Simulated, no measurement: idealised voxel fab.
process module | voxel tone inversion
cross-section cut | 220 nm wide | cells 5 nm
A cross-section is a grid of square cells, given in bands from the top down. A band is one or more rows of cells.
Each band's line starts with the height of the band's top and of its bottom, in nm. Then come its materials from left to right, each with its width in nm. One material with "throughout" fills the band from edge to edge. "air" is empty space.
Height 0 is the level under which the wafer as received is all one material. The lowest band goes on downwards, as in "0 down".
A width such as "30 to 40" changes by the same amount from each row of cells to the next, from the band's top row to its bottom row.
"no change" after a step means that no cell of the cross-section changed.
closed voids: empty space of 8 cells or more with no open way to the top, each as width x height at its distance from the left edge, in nm
after a step's settings: what the simulator itself notes on the step
overlay nm, on a step with a mask: how far to the right of its planned place the mask lay; to the left if negative
plan
1 op RECEIVE | material Si
2 op CONFORMAL_DEP | material SiN | thk nm 5
3 op DIRECTIONAL_DEP | material aC | thk nm 20
4 op PATTERN | tone cover | mask id POSTS | material resist | width nm 20 | pitch nm 40 | thk nm 30 | overlay nm 0
5 op DIRECTIONAL_ETCH | etch materials aC | depth nm 20
6 op STRIP | etch materials resist
7 op FILL_DEP | material lowk | thk nm 5
8 op CMP | height nm 25
9 op STRIP | etch materials aC
10 op CONFORMAL_DEP | material TiN | thk nm 5
11 op FILL_DEP | material Cu | thk nm 10
12 op CMP | height nm 25
13 op CONFORMAL_DEP | material SiCN | thk nm 5
first wafer, as planned
as received, after step 1
  0 down: Si throughout
  closed voids: none
after step 2
  5 to 0: SiN throughout
  below 0: unchanged
after step 3
  25 to 5: aC throughout
  below 5: unchanged
after step 4
  55 to 25: air 80 | resist 20 | air 20 | resist 20 | air 80
  below 25: unchanged
after step 5
  35 to 25: air 80 | resist 20 | air 20 | resist 20 | air 80
  25 to 5: air 80 | aC 20 | air 20 | aC 20 | air 80
  below 5: unchanged
after step 6
  25 to 5: air 80 | aC 20 | air 20 | aC 20 | air 80
  below 5: unchanged
after step 7
  30 to 25: lowk throughout
  25 to 5: lowk 80 | aC 20 | lowk 20 | aC 20 | lowk 80
  below 5: unchanged
after step 8
  25 to 5: lowk 80 | aC 20 | lowk 20 | aC 20 | lowk 80
  below 5: unchanged
after step 9
  25 to 5: lowk 80 | air 20 | lowk 20 | air 20 | lowk 80
  below 5: unchanged
after step 10
  30 to 25: TiN 85 | air 10 | TiN 30 | air 10 | TiN 85
  25 to 10: lowk 80 | TiN 5 | air 10 | TiN 5 | lowk 20 | TiN 5 | air 10 | TiN 5 | lowk 80
  10 to 5: lowk 80 | TiN 20 | lowk 20 | TiN 20 | lowk 80
  below 5: unchanged
after step 11
  40 to 30: Cu throughout
  30 to 25: TiN 85 | Cu 10 | TiN 30 | Cu 10 | TiN 85
  25 to 10: lowk 80 | TiN 5 | Cu 10 | TiN 5 | lowk 20 | TiN 5 | Cu 10 | TiN 5 | lowk 80
  below 10: unchanged
after step 12
  25 to 10: lowk 80 | TiN 5 | Cu 10 | TiN 5 | lowk 20 | TiN 5 | Cu 10 | TiN 5 | lowk 80
  below 10: unchanged
after step 13
  30 to 25: SiCN throughout
  below 25: unchanged
second wafer: like start, like plan, one mistake. Through step 10 it matches the first wafer
when step 11 should have ended
  50 to 30: Cu throughout
  30 to 25: TiN 85 | Cu 10 | TiN 30 | Cu 10 | TiN 85
  25 to 10: lowk 80 | TiN 5 | Cu 10 | TiN 5 | lowk 20 | TiN 5 | Cu 10 | TiN 5 | lowk 80
  below 10: unchanged
when step 12 should have ended
  25 to 10: lowk 80 | TiN 5 | Cu 10 | TiN 5 | lowk 20 | TiN 5 | Cu 10 | TiN 5 | lowk 80
  below 10: unchanged
when step 13 should have ended
  30 to 25: SiCN throughout
  below 25: unchanged
what went wrong: step 11 was run twice
at the end the two cross-sections are the same: no effect in what this model computes
